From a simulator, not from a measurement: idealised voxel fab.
This is a process module. Its name is voxel ribs on slabs.
Section cut is 165 nm wide and gridded with 5 nm square cells.
For the purposes of this document, a cross-section shall be understood as a grid of square cells, specified as bands listed in top-to-bottom order, each band consisting of one or more rows of cells. The entry gives the band's vertical extent as a top height and a bottom height in nm, then its horizontal make-up as materials from left to right, each with a width in nm. "empty" stands for empty space; a single material marked "full width" fills the band edge to edge. All heights in this document are referenced to 0, defined as the level beneath which the wafer, as received, consists entirely of one material. The lowest band is not bounded below; it extends indefinitely downward and is written in the form "0 down". Width: "30..40" (first number = top row, second number = bottom row, same change from row to row of cells). "nothing got changed", as given for a step, is the statement that not any cell of the cross-section underwent a change during that step. Reported under the label "Unvented internal voids" are the empty spaces having no open way to the top and comprising 8 cells or more; the notation for each is width x height at distance, in which the distance is measured from the left edge and all three values are in nm. Past the settings on a step's line: simulator remark, on that step. When a step includes a mask, the "overlay nm" setting on its line states how far to the right of its planned place that mask lay, and negative values state how far to the left.
# Here's what the planned process steps look like
step 1: RECEIVE with material Si
step 2: DIRECTIONAL_DEP with material SiO2, thk nm 30
step 3: DIRECTIONAL_DEP with material SiN, thk nm 15
step 4: DIRECTIONAL_DEP with material aC, thk nm 10
step 5: PATTERN with tone cover, mask id RIB, material resist, width nm 25, thk nm 25, overlay nm 0
step 6: DIRECTIONAL_ETCH with etch materials aC, depth nm 10
step 7: STRIP with etch materials resist
step 8: DIRECTIONAL_ETCH with etch materials SiN, depth nm 10
step 9: STRIP with etch materials aC
step 10: MASKED_ETCH with tone cover, mask id SLAB, width nm 55, etch materials SiN, depth nm 5, overlay nm 0
step 11: FILL_DEP with material SiO2, thk nm 25
step 12: CMP with height nm 65
step 13: DIRECTIONAL_DEP with material TiN, thk nm 5
step 14: DIRECTIONAL_DEP with material aC, thk nm 10
step 15: PATTERN with tone cover, mask id HEATER, material resist, width nm 35, thk nm 30, overlay nm 0
step 16: DIRECTIONAL_ETCH with etch materials aC, depth nm 10
step 17: STRIP with etch materials resist
step 18: DIRECTIONAL_ETCH with etch materials TiN, depth nm 5
step 19: STRIP with etch materials aC
step 20: CONFORMAL_DEP with material SiO2, thk nm 10
# Wafer as received: cross-section following step 1
* 0 down | Si full width
* Unvented internal voids: none
# This is how the wafer looks in cross-section once the module is done, given the starting state and plan above and one mistake in carrying the plan out
* 80 to 75 | empty (55), then SiO2 (55), then empty (55)
* 75 to 70 | SiO2 full width
* 70 to 65 | SiO2 (65), then TiN (35), then SiO2 (65)
* 65 to 55 | SiO2 full width
* 55 to 45 | SiO2 (70), then SiN (25), then SiO2 (70)
* 45 to 40 | SiO2 (55), then SiN (55), then SiO2 (55)
* 40 to 30 | SiN full width
* 30 to 0 | SiO2 full width
* 0 down | Si full width
* Unvented internal voids: none
Deviation from plan: step 3 ran as: DIRECTIONAL_DEP with material SiN, thk nm 25
